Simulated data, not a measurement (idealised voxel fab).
process module | voxel gate over fins
cross-section cut | 275 nm wide | cells 5 nm
A cross-section is a grid of square cells, given in bands from the top down. A band is one or more rows of cells.
Each band's line starts with the height of the band's top and of its bottom, in nm. Then come its materials from left to right, each with its width in nm. One material with "throughout" fills the band from edge to edge. "air" is empty space.
Height 0 is the level under which the wafer as received is all one material. The lowest band goes on downwards, as in "0 down".
A width such as "30 to 40" changes by the same amount from each row of cells to the next, from the band's top row to its bottom row.
"no change" after a step means that no cell of the cross-section changed.
closed voids: empty space of 8 cells or more with no open way to the top, each as width x height at its distance from the left edge, in nm
after a step's settings: what the simulator itself notes on the step
overlay nm, on a step with a mask: how far to the right of its planned place the mask lay; to the left if negative
plan
1 op RECEIVE | material Si
2 op CONFORMAL_DEP | material SiN | thk nm 10
3 op MASKED_ETCH | tone cover | mask id FINS | width nm 15 | pitch nm 55 | etch materials SiN | depth nm 10 | overlay nm 0
4 op MASKED_ETCH | tone cover | mask id FINS | width nm 15 | pitch nm 55 | etch materials Si | depth nm 35 | overlay nm 0
5 op FILL_DEP | material SiO2 | thk nm 10
6 op CMP | height nm 10
7 op PATTERN | tone open | mask id RAIL | material resist | width nm 15 | thk nm 15 | overlay nm 0
8 op DIRECTIONAL_ETCH | etch materials SiO2 | depth nm 40
9 op STRIP | etch materials resist
10 op CONFORMAL_DEP | material TiN | thk nm 5
11 op FILL_DEP | material W | thk nm 10
12 op CMP | height nm 10
13 op SELECTIVE_ETCH | etch materials W Ru TiN | depth nm 30
14 op FILL_DEP | material SiO2 | thk nm 5
15 op CMP | height nm 10
16 op SELECTIVE_ETCH | etch materials SiO2 | depth nm 25
17 op STRIP | etch materials SiN
18 op CONFORMAL_DEP | material HfO2 | thk nm 5
19 op CONFORMAL_DEP | material TiN | thk nm 5
20 op CONFORMAL_DEP | material TiAl | thk nm 5
21 op CONFORMAL_DEP | material TiN | thk nm 5
22 op FILL_DEP | material W | thk nm 10
23 op CMP | height nm 25
24 op CONFORMAL_DEP | material SiN | thk nm 10
as received, after step 1
  0 down: Si throughout
  closed voids: none
first wafer at the end, as planned
  35 to 25: SiN throughout
  25 to 20: W throughout
  20 to 15: W 80 | TiN 110 | W 85
  15 to 10: W 80 | TiN 5 | TiAl 45 | TiN 10 | TiAl 45 | TiN 5 | W 85
  10 to 5: W 80 | TiN 5 | TiAl 5 | TiN 35 | TiAl 5 | TiN 10 | TiAl 5 | TiN 35 | TiAl 5 | TiN 5 | W 85
  5 to 0: TiN 85 | TiAl 5 | TiN 5 | HfO2 25 | TiN 5 | TiAl 5 | TiN 10 | TiAl 5 | TiN 5 | HfO2 25 | TiN 5 | TiAl 5 | TiN 90
  0 to -5: TiAl 90 | TiN 5 | HfO2 5 | Si 15 | HfO2 5 | TiN 5 | TiAl 20 | TiN 5 | HfO2 5 | Si 15 | HfO2 5 | TiN 5 | TiAl 95
  -5 to -10: TiN 95 | HfO2 5 | Si 15 | HfO2 5 | TiN 30 | HfO2 5 | Si 15 | HfO2 5 | TiN 100
  -10 to -15: HfO2 100 | Si 15 | HfO2 40 | Si 15 | HfO2 105
  -15 to -20: SiO2 100 | Si 15 | SiO2 40 | Si 15 | SiO2 105
  -20 to -25: SiO2 100 | Si 15 | SiO2 10 | TiN 5 | W 5 | TiN 5 | SiO2 15 | Si 15 | SiO2 105
  -25 to -30: SiO2 100 | Si 15 | SiO2 10 | TiN 15 | SiO2 15 | Si 15 | SiO2 105
  -30 to -35: SiO2 100 | Si 15 | SiO2 40 | Si 15 | SiO2 105
  -35 down: Si throughout
  closed voids: none
second wafer at the end: like start, like plan, one mistake
  35 to 25: SiN throughout
  25 to 20: W 80 | TiN 5 | TiAl 45 | TiN 10 | TiAl 45 | TiN 5 | W 85
  20 to 15: W 80 | TiN 5 | TiAl 5 | TiN 35 | TiAl 5 | TiN 10 | TiAl 5 | TiN 35 | TiAl 5 | TiN 5 | W 85
  15 to 10: W 80 | TiN 5 | TiAl 5 | TiN 5 | HfO2 25 | TiN 5 | TiAl 5 | TiN 10 | TiAl 5 | TiN 5 | HfO2 25 | TiN 5 | TiAl 5 | TiN 5 | W 85
  10 to 0: W 80 | TiN 5 | TiAl 5 | TiN 5 | HfO2 5 | SiN 15 | HfO2 5 | TiN 5 | TiAl 5 | TiN 10 | TiAl 5 | TiN 5 | HfO2 5 | SiN 15 | HfO2 5 | TiN 5 | TiAl 5 | TiN 5 | W 85
  0 to -15: W 80 | TiN 5 | TiAl 5 | TiN 5 | HfO2 5 | Si 15 | HfO2 5 | TiN 5 | TiAl 5 | TiN 10 | TiAl 5 | TiN 5 | HfO2 5 | Si 15 | HfO2 5 | TiN 5 | TiAl 5 | TiN 5 | W 85
  -15 to -20: TiN 85 | TiAl 5 | TiN 5 | HfO2 5 | Si 15 | HfO2 5 | TiN 5 | TiAl 5 | TiN 10 | TiAl 5 | TiN 5 | HfO2 5 | Si 15 | HfO2 5 | TiN 5 | TiAl 5 | TiN 90
  -20 to -25: TiAl 90 | TiN 5 | HfO2 5 | Si 15 | HfO2 5 | TiN 5 | TiAl 20 | TiN 5 | HfO2 5 | Si 15 | HfO2 5 | TiN 5 | TiAl 95
  -25 to -30: TiN 95 | HfO2 5 | Si 15 | HfO2 5 | TiN 30 | HfO2 5 | Si 15 | HfO2 5 | TiN 100
  -30 to -35: HfO2 100 | Si 15 | HfO2 40 | Si 15 | HfO2 105
  -35 down: Si throughout
  closed voids: none
what went wrong: step 17 ran as: op STRIP | etch materials SiO2
at the end the second wafer has, in cells: 24 more of HfO2 | 12 more of SiN | 190 fewer of SiO2 | 24 more of TiAl | 21 more of TiN | 109 more of W
